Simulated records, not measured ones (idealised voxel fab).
This section sets out a process module, namely voxel wiring stack.
In the cross-section labelled cut, the width is 215 nm and each square cell is 5 nm.
A cross-section in this document is a grid of square cells, and it is written down as bands, the top band listed before the ones below it; a band is made up of one or more rows of cells. What a band's entry tells you: where the top is and where the bottom is, as heights in nm, and after that what lies inside, material by material from left to right, each with its width in nm. Empty space is written as the word "empty", and a single material marked with the word "throughout" occupies the band from edge to edge. Basically, 0 is our baseline, since under it the wafer straight out of the box is all one material. The bottom band has no lower end and keeps on going down, so it looks like "top 0, no bottom". Quick explanation for "30->40": the width changes in equal steps down the rows of cells, from the first number in the band's top row to the second number in its bottom row. "no change" (step): cross-section cells unchanged, all of them. So "Closed void listing" is basically the list of trapped voids: any empty space of 8 cells or more that can't reach the top through an opening. They're written width x height at distance, the distance being from the left edge, and it's all nm. Where a step's line continues beyond its settings, the continuation is a remark by the simulator itself on that step. The line of a step may include "overlay nm". On a step with a mask, this value is how far to the right of its planned place the mask lay. A negative value means the mask lay to the left.

Set out below are the planned steps of the process
| 1 | op RECEIVE | material Si |
| 2 | op CONFORMAL_DEP | material SiO2 | thk nm 15 |
| 3 | op DIRECTIONAL_DEP | material TiN | thk nm 5 |
| 4 | op DIRECTIONAL_DEP | material Ru | thk nm 20 |
| 5 | op MASKED_ETCH | tone cover | mask id METAL_1 | width nm 25 | pitch nm 55 | etch materials Ru | depth nm 20 | overlay nm 0 |
| 6 | op MASKED_ETCH | tone cover | mask id METAL_1 | width nm 25 | pitch nm 55 | etch materials TiN | depth nm 5 | overlay nm 0 |
| 7 | op CONFORMAL_DEP | material SiN | thk nm 5 |
| 8 | op FILL_DEP | material lowk | thk nm 5 |
| 9 | op CMP | height nm 40 |
| 10 | op CONFORMAL_DEP | material SiCN | thk nm 5 |
| 11 | op DIRECTIONAL_DEP | material SiO2 | thk nm 30 |
| 12 | op PATTERN | tone open | mask id METAL_2 | material resist | width nm 25 | pitch nm 55 | thk nm 15 | overlay nm 0 |
| 13 | op DIRECTIONAL_ETCH | etch materials SiO2 | depth nm 20 |
| 14 | op STRIP | etch materials resist |
| 15 | op DIRECTIONAL_DEP | material aC | thk nm 15 |
| 16 | op PATTERN | tone open | mask id METAL_2_HOLES | material resist | width nm 15 | pitch nm 55 | thk nm 30 | overlay nm 0 |
| 17 | op DIRECTIONAL_ETCH | etch materials aC | depth nm 15 |
| 18 | op STRIP | etch materials resist |
| 19 | op DIRECTIONAL_ETCH | etch materials SiO2 | depth nm 10 |
| 20 | op DIRECTIONAL_ETCH | etch materials SiCN | depth nm 5 |
| 21 | op STRIP | etch materials aC |
| 22 | op CONFORMAL_DEP | material TiN | thk nm 5 |
| 23 | op FILL_DEP | material Cu | thk nm 10 |
| 24 | op CMP | height nm 75 |
| 25 | op CONFORMAL_DEP | material SiCN | thk nm 5 |

The first of two wafers, run as planned

As received (post step 1): cross-section
	top 0, no bottom  Si throughout
	Closed void listing: none

Wafer xsec, post step 2
	top 15, bottom 0  SiO2 throughout
	Below 0, no change.

Wafer xsec, post step 3
	top 20, bottom 15  TiN throughout
	Below 15, no change.

Wafer xsec, post step 4
	top 40, bottom 20  Ru throughout
	Below 20, no change.

Wafer xsec, post step 5
	top 40, bottom 20  empty 40 nm; Ru 25 nm; empty 30 nm; Ru 25 nm; empty 30 nm; Ru 25 nm; empty 40 nm
	Below 20, no change.

Wafer xsec, post step 6
	top 40, bottom 20  empty 40 nm; Ru 25 nm; empty 30 nm; Ru 25 nm; empty 30 nm; Ru 25 nm; empty 40 nm
	top 20, bottom 15  empty 40 nm; TiN 25 nm; empty 30 nm; TiN 25 nm; empty 30 nm; TiN 25 nm; empty 40 nm
	Below 15, no change.

Wafer xsec, post step 7
	top 45, bottom 40  empty 35 nm; SiN 35 nm; empty 20 nm; SiN 35 nm; empty 20 nm; SiN 35 nm; empty 35 nm
	top 40, bottom 20  empty 35 nm; SiN 5 nm; Ru 25 nm; SiN 5 nm; empty 20 nm; SiN 5 nm; Ru 25 nm; SiN 5 nm; empty 20 nm; SiN 5 nm; Ru 25 nm; SiN 5 nm; empty 35 nm
	top 20, bottom 15  SiN 40 nm; TiN 25 nm; SiN 30 nm; TiN 25 nm; SiN 30 nm; TiN 25 nm; SiN 40 nm
	Below 15, no change.

Wafer xsec, post step 8
	top 50, bottom 45  lowk throughout
	top 45, bottom 40  lowk 35 nm; SiN 35 nm; lowk 20 nm; SiN 35 nm; lowk 20 nm; SiN 35 nm; lowk 35 nm
	top 40, bottom 20  lowk 35 nm; SiN 5 nm; Ru 25 nm; SiN 5 nm; lowk 20 nm; SiN 5 nm; Ru 25 nm; SiN 5 nm; lowk 20 nm; SiN 5 nm; Ru 25 nm; SiN 5 nm; lowk 35 nm
	Below 20, no change.

Wafer xsec, post step 9
	top 40, bottom 20  lowk 35 nm; SiN 5 nm; Ru 25 nm; SiN 5 nm; lowk 20 nm; SiN 5 nm; Ru 25 nm; SiN 5 nm; lowk 20 nm; SiN 5 nm; Ru 25 nm; SiN 5 nm; lowk 35 nm
	Below 20, no change.

Wafer xsec, post step 10
	top 45, bottom 40  SiCN throughout
	Below 40, no change.

Wafer xsec, post step 11
	top 75, bottom 45  SiO2 throughout
	Below 45, no change.

Wafer xsec, post step 12
	top 90, bottom 75  resist 40 nm; empty 25 nm; resist 30 nm; empty 25 nm; resist 30 nm; empty 25 nm; resist 40 nm
	Below 75, no change.

Wafer xsec, post step 13
	top 90, bottom 75  resist 40 nm; empty 25 nm; resist 30 nm; empty 25 nm; resist 30 nm; empty 25 nm; resist 40 nm
	top 75, bottom 55  SiO2 40 nm; empty 25 nm; SiO2 30 nm; empty 25 nm; SiO2 30 nm; empty 25 nm; SiO2 40 nm
	Below 55, no change.

Wafer xsec, post step 14
	top 75, bottom 55  SiO2 40 nm; empty 25 nm; SiO2 30 nm; empty 25 nm; SiO2 30 nm; empty 25 nm; SiO2 40 nm
	Below 55, no change.

Wafer xsec, post step 15
	top 90, bottom 75  aC 40 nm; empty 25 nm; aC 30 nm; empty 25 nm; aC 30 nm; empty 25 nm; aC 40 nm
	top 75, bottom 70  SiO2 40 nm; empty 25 nm; SiO2 30 nm; empty 25 nm; SiO2 30 nm; empty 25 nm; SiO2 40 nm
	top 70, bottom 55  SiO2 40 nm; aC 25 nm; SiO2 30 nm; aC 25 nm; SiO2 30 nm; aC 25 nm; SiO2 40 nm
	Below 55, no change.

Wafer xsec, post step 16
	top 120, bottom 90  resist 40 nm; empty 15 nm; resist 40 nm; empty 15 nm; resist 40 nm; empty 15 nm; resist 50 nm
	top 90, bottom 75  aC 40 nm; empty 15 nm; resist 10 nm; aC 30 nm; empty 15 nm; resist 10 nm; aC 30 nm; empty 15 nm; resist 10 nm; aC 40 nm
	top 75, bottom 70  SiO2 40 nm; empty 15 nm; resist 10 nm; SiO2 30 nm; empty 15 nm; resist 10 nm; SiO2 30 nm; empty 15 nm; resist 10 nm; SiO2 40 nm
	Below 70, no change.

Wafer xsec, post step 17
	top 105, bottom 90  resist 40 nm; empty 15 nm; resist 40 nm; empty 15 nm; resist 40 nm; empty 15 nm; resist 50 nm
	top 90, bottom 75  aC 40 nm; empty 15 nm; resist 10 nm; aC 30 nm; empty 15 nm; resist 10 nm; aC 30 nm; empty 15 nm; resist 10 nm; aC 40 nm
	top 75, bottom 70  SiO2 40 nm; empty 15 nm; resist 10 nm; SiO2 30 nm; empty 15 nm; resist 10 nm; SiO2 30 nm; empty 15 nm; resist 10 nm; SiO2 40 nm
	top 70, bottom 55  SiO2 40 nm; empty 15 nm; aC 10 nm; SiO2 30 nm; empty 15 nm; aC 10 nm; SiO2 30 nm; empty 15 nm; aC 10 nm; SiO2 40 nm
	Below 55, no change.

Wafer xsec, post step 18
	top 90, bottom 75  aC 40 nm; empty 25 nm; aC 30 nm; empty 25 nm; aC 30 nm; empty 25 nm; aC 40 nm
	top 75, bottom 70  SiO2 40 nm; empty 25 nm; SiO2 30 nm; empty 25 nm; SiO2 30 nm; empty 25 nm; SiO2 40 nm
	Below 70, no change.

Wafer xsec, post step 19
	top 90, bottom 75  aC 40 nm; empty 25 nm; aC 30 nm; empty 25 nm; aC 30 nm; empty 25 nm; aC 40 nm
	top 75, bottom 70  SiO2 40 nm; empty 25 nm; SiO2 30 nm; empty 25 nm; SiO2 30 nm; empty 25 nm; SiO2 40 nm
	top 70, bottom 55  SiO2 40 nm; empty 15 nm; aC 10 nm; SiO2 30 nm; empty 15 nm; aC 10 nm; SiO2 30 nm; empty 15 nm; aC 10 nm; SiO2 40 nm
	top 55, bottom 45  SiO2 40 nm; empty 15 nm; SiO2 40 nm; empty 15 nm; SiO2 40 nm; empty 15 nm; SiO2 50 nm
	Below 45, no change.

Wafer xsec, post step 20
	top 90, bottom 75  aC 40 nm; empty 25 nm; aC 30 nm; empty 25 nm; aC 30 nm; empty 25 nm; aC 40 nm
	top 75, bottom 70  SiO2 40 nm; empty 25 nm; SiO2 30 nm; empty 25 nm; SiO2 30 nm; empty 25 nm; SiO2 40 nm
	top 70, bottom 55  SiO2 40 nm; empty 15 nm; aC 10 nm; SiO2 30 nm; empty 15 nm; aC 10 nm; SiO2 30 nm; empty 15 nm; aC 10 nm; SiO2 40 nm
	top 55, bottom 45  SiO2 40 nm; empty 15 nm; SiO2 40 nm; empty 15 nm; SiO2 40 nm; empty 15 nm; SiO2 50 nm
	top 45, bottom 40  SiCN 40 nm; empty 15 nm; SiCN 40 nm; empty 15 nm; SiCN 40 nm; empty 15 nm; SiCN 50 nm
	Below 40, no change.

Wafer xsec, post step 21
	top 75, bottom 55  SiO2 40 nm; empty 25 nm; SiO2 30 nm; empty 25 nm; SiO2 30 nm; empty 25 nm; SiO2 40 nm
	Below 55, no change.

Wafer xsec, post step 22
	top 80, bottom 75  TiN 45 nm; empty 15 nm; TiN 40 nm; empty 15 nm; TiN 40 nm; empty 15 nm; TiN 45 nm
	top 75, bottom 60  SiO2 40 nm; TiN 5 nm; empty 15 nm; TiN 5 nm; SiO2 30 nm; TiN 5 nm; empty 15 nm; TiN 5 nm; SiO2 30 nm; TiN 5 nm; empty 15 nm; TiN 5 nm; SiO2 40 nm
	top 60, bottom 55  SiO2 40 nm; TiN 5 nm; empty 5 nm; TiN 15 nm; SiO2 30 nm; TiN 5 nm; empty 5 nm; TiN 15 nm; SiO2 30 nm; TiN 5 nm; empty 5 nm; TiN 15 nm; SiO2 40 nm
	top 55, bottom 45  SiO2 40 nm; TiN 5 nm; empty 5 nm; TiN 5 nm; SiO2 40 nm; TiN 5 nm; empty 5 nm; TiN 5 nm; SiO2 40 nm; TiN 5 nm; empty 5 nm; TiN 5 nm; SiO2 50 nm
	top 45, bottom 40  SiCN 40 nm; TiN 15 nm; SiCN 40 nm; TiN 15 nm; SiCN 40 nm; TiN 15 nm; SiCN 50 nm
	Below 40, no change.

Wafer xsec, post step 23
	top 90, bottom 80  Cu throughout
	top 80, bottom 75  TiN 45 nm; Cu 15 nm; TiN 40 nm; Cu 15 nm; TiN 40 nm; Cu 15 nm; TiN 45 nm
	top 75, bottom 60  SiO2 40 nm; TiN 5 nm; Cu 15 nm; TiN 5 nm; SiO2 30 nm; TiN 5 nm; Cu 15 nm; TiN 5 nm; SiO2 30 nm; TiN 5 nm; Cu 15 nm; TiN 5 nm; SiO2 40 nm
	top 60, bottom 55  SiO2 40 nm; TiN 5 nm; Cu 5 nm; TiN 15 nm; SiO2 30 nm; TiN 5 nm; Cu 5 nm; TiN 15 nm; SiO2 30 nm; TiN 5 nm; Cu 5 nm; TiN 15 nm; SiO2 40 nm
	top 55, bottom 45  SiO2 40 nm; TiN 5 nm; Cu 5 nm; TiN 5 nm; SiO2 40 nm; TiN 5 nm; Cu 5 nm; TiN 5 nm; SiO2 40 nm; TiN 5 nm; Cu 5 nm; TiN 5 nm; SiO2 50 nm
	Below 45, no change.

Wafer xsec, post step 24
	top 75, bottom 60  SiO2 40 nm; TiN 5 nm; Cu 15 nm; TiN 5 nm; SiO2 30 nm; TiN 5 nm; Cu 15 nm; TiN 5 nm; SiO2 30 nm; TiN 5 nm; Cu 15 nm; TiN 5 nm; SiO2 40 nm
	Below 60, no change.

Wafer xsec, post step 25
	top 80, bottom 75  SiCN throughout
	Below 75, no change.

What follows concerns the second wafer, which started out like the first and was meant to follow the very same plan; one mistake crept in when it was run, but everything up to and including step 11 is the same as for the first wafer

The second wafer in cross-section, at the planned close of step 12
	top 90, bottom 75  resist 45 nm; empty 25 nm; resist 30 nm; empty 25 nm; resist 30 nm; empty 25 nm; resist 35 nm
	Below 75, no change.

The second wafer in cross-section, at the planned close of step 13
	top 90, bottom 75  resist 45 nm; empty 25 nm; resist 30 nm; empty 25 nm; resist 30 nm; empty 25 nm; resist 35 nm
	top 75, bottom 55  SiO2 45 nm; empty 25 nm; SiO2 30 nm; empty 25 nm; SiO2 30 nm; empty 25 nm; SiO2 35 nm
	Below 55, no change.

The second wafer in cross-section, at the planned close of step 14
	top 75, bottom 55  SiO2 45 nm; empty 25 nm; SiO2 30 nm; empty 25 nm; SiO2 30 nm; empty 25 nm; SiO2 35 nm
	Below 55, no change.

The second wafer in cross-section, at the planned close of step 15
	top 90, bottom 75  aC 45 nm; empty 25 nm; aC 30 nm; empty 25 nm; aC 30 nm; empty 25 nm; aC 35 nm
	top 75, bottom 70  SiO2 45 nm; empty 25 nm; SiO2 30 nm; empty 25 nm; SiO2 30 nm; empty 25 nm; SiO2 35 nm
	top 70, bottom 55  SiO2 45 nm; aC 25 nm; SiO2 30 nm; aC 25 nm; SiO2 30 nm; aC 25 nm; SiO2 35 nm
	Below 55, no change.

The second wafer in cross-section, at the planned close of step 16
	top 120, bottom 90  resist 40 nm; empty 15 nm; resist 40 nm; empty 15 nm; resist 40 nm; empty 15 nm; resist 50 nm
	top 90, bottom 75  aC 45 nm; empty 10 nm; resist 15 nm; aC 30 nm; empty 10 nm; resist 15 nm; aC 30 nm; empty 10 nm; resist 15 nm; aC 35 nm
	top 75, bottom 70  SiO2 45 nm; empty 10 nm; resist 15 nm; SiO2 30 nm; empty 10 nm; resist 15 nm; SiO2 30 nm; empty 10 nm; resist 15 nm; SiO2 35 nm
	Below 70, no change.

The second wafer in cross-section, at the planned close of step 17
	top 105, bottom 90  resist 40 nm; empty 15 nm; resist 40 nm; empty 15 nm; resist 40 nm; empty 15 nm; resist 50 nm
	top 90, bottom 75  aC 40 nm; empty 15 nm; resist 15 nm; aC 25 nm; empty 15 nm; resist 15 nm; aC 25 nm; empty 15 nm; resist 15 nm; aC 35 nm
	top 75, bottom 70  SiO2 45 nm; empty 10 nm; resist 15 nm; SiO2 30 nm; empty 10 nm; resist 15 nm; SiO2 30 nm; empty 10 nm; resist 15 nm; SiO2 35 nm
	top 70, bottom 55  SiO2 45 nm; empty 10 nm; aC 15 nm; SiO2 30 nm; empty 10 nm; aC 15 nm; SiO2 30 nm; empty 10 nm; aC 15 nm; SiO2 35 nm
	Below 55, no change.

The second wafer in cross-section, at the planned close of step 18
	top 90, bottom 75  aC 40 nm; empty 30 nm; aC 25 nm; empty 30 nm; aC 25 nm; empty 30 nm; aC 35 nm
	top 75, bottom 70  SiO2 45 nm; empty 25 nm; SiO2 30 nm; empty 25 nm; SiO2 30 nm; empty 25 nm; SiO2 35 nm
	Below 70, no change.

The second wafer in cross-section, at the planned close of step 19
	top 90, bottom 75  aC 40 nm; empty 30 nm; aC 25 nm; empty 30 nm; aC 25 nm; empty 30 nm; aC 35 nm
	top 75, bottom 70  SiO2 40 nm; empty 30 nm; SiO2 25 nm; empty 30 nm; SiO2 25 nm; empty 30 nm; SiO2 35 nm
	top 70, bottom 65  SiO2 40 nm; empty 15 nm; aC 15 nm; SiO2 25 nm; empty 15 nm; aC 15 nm; SiO2 25 nm; empty 15 nm; aC 15 nm; SiO2 35 nm
	top 65, bottom 55  SiO2 45 nm; empty 10 nm; aC 15 nm; SiO2 30 nm; empty 10 nm; aC 15 nm; SiO2 30 nm; empty 10 nm; aC 15 nm; SiO2 35 nm
	top 55, bottom 45  SiO2 45 nm; empty 10 nm; SiO2 45 nm; empty 10 nm; SiO2 45 nm; empty 10 nm; SiO2 50 nm
	Below 45, no change.

The second wafer in cross-section, at the planned close of step 20
	top 90, bottom 75  aC 40 nm; empty 30 nm; aC 25 nm; empty 30 nm; aC 25 nm; empty 30 nm; aC 35 nm
	top 75, bottom 70  SiO2 40 nm; empty 30 nm; SiO2 25 nm; empty 30 nm; SiO2 25 nm; empty 30 nm; SiO2 35 nm
	top 70, bottom 65  SiO2 40 nm; empty 15 nm; aC 15 nm; SiO2 25 nm; empty 15 nm; aC 15 nm; SiO2 25 nm; empty 15 nm; aC 15 nm; SiO2 35 nm
	top 65, bottom 55  SiO2 45 nm; empty 10 nm; aC 15 nm; SiO2 30 nm; empty 10 nm; aC 15 nm; SiO2 30 nm; empty 10 nm; aC 15 nm; SiO2 35 nm
	top 55, bottom 45  SiO2 45 nm; empty 10 nm; SiO2 45 nm; empty 10 nm; SiO2 45 nm; empty 10 nm; SiO2 50 nm
	top 45, bottom 40  SiCN 45 nm; empty 10 nm; SiCN 45 nm; empty 10 nm; SiCN 45 nm; empty 10 nm; SiCN 50 nm
	Below 40, no change.

The second wafer in cross-section, at the planned close of step 21
	top 75, bottom 65  SiO2 40 nm; empty 30 nm; SiO2 25 nm; empty 30 nm; SiO2 25 nm; empty 30 nm; SiO2 35 nm
	top 65, bottom 55  SiO2 45 nm; empty 25 nm; SiO2 30 nm; empty 25 nm; SiO2 30 nm; empty 25 nm; SiO2 35 nm
	Below 55, no change.

The second wafer in cross-section, at the planned close of step 22
	top 80, bottom 75  TiN 45 nm; empty 20 nm; TiN 35 nm; empty 20 nm; TiN 35 nm; empty 20 nm; TiN 40 nm
	top 75, bottom 65  SiO2 40 nm; TiN 5->10 nm; empty 20->15 nm; TiN 5 nm; SiO2 25 nm; TiN 5->10 nm; empty 20->15 nm; TiN 5 nm; SiO2 25 nm; TiN 5->10 nm; empty 20->15 nm; TiN 5 nm; SiO2 35 nm
	top 65, bottom 60  SiO2 45 nm; TiN 5 nm; empty 15 nm; TiN 5 nm; SiO2 30 nm; TiN 5 nm; empty 15 nm; TiN 5 nm; SiO2 30 nm; TiN 5 nm; empty 15 nm; TiN 5 nm; SiO2 35 nm
	top 60, bottom 55  SiO2 45 nm; TiN 25 nm; SiO2 30 nm; TiN 25 nm; SiO2 30 nm; TiN 25 nm; SiO2 35 nm
	top 55, bottom 45  SiO2 45 nm; TiN 10 nm; SiO2 45 nm; TiN 10 nm; SiO2 45 nm; TiN 10 nm; SiO2 50 nm
	top 45, bottom 40  SiCN 45 nm; TiN 10 nm; SiCN 45 nm; TiN 10 nm; SiCN 45 nm; TiN 10 nm; SiCN 50 nm
	Below 40, no change.

The second wafer in cross-section, at the planned close of step 23
	top 90, bottom 80  Cu throughout
	top 80, bottom 75  TiN 45 nm; Cu 20 nm; TiN 35 nm; Cu 20 nm; TiN 35 nm; Cu 20 nm; TiN 40 nm
	top 75, bottom 65  SiO2 40 nm; TiN 5->10 nm; Cu 20->15 nm; TiN 5 nm; SiO2 25 nm; TiN 5->10 nm; Cu 20->15 nm; TiN 5 nm; SiO2 25 nm; TiN 5->10 nm; Cu 20->15 nm; TiN 5 nm; SiO2 35 nm
	top 65, bottom 60  SiO2 45 nm; TiN 5 nm; Cu 15 nm; TiN 5 nm; SiO2 30 nm; TiN 5 nm; Cu 15 nm; TiN 5 nm; SiO2 30 nm; TiN 5 nm; Cu 15 nm; TiN 5 nm; SiO2 35 nm
	Below 60, no change.

The second wafer in cross-section, at the planned close of step 24
	top 75, bottom 65  SiO2 40 nm; TiN 5->10 nm; Cu 20->15 nm; TiN 5 nm; SiO2 25 nm; TiN 5->10 nm; Cu 20->15 nm; TiN 5 nm; SiO2 25 nm; TiN 5->10 nm; Cu 20->15 nm; TiN 5 nm; SiO2 35 nm
	Below 65, no change.

The second wafer in cross-section, at the planned close of step 25
	top 80, bottom 75  SiCN throughout
	Below 75, no change.
Run error: contrary to plan, step 12 was performed as op PATTERN | tone open | mask id METAL_2 | material resist | width nm 25 | pitch nm 55 | thk nm 15 | overlay nm 5
The final cell counts differ between the wafers, with the second having more or fewer of some materials than the first: -6 Cu; +3 SiCN; +3 TiN
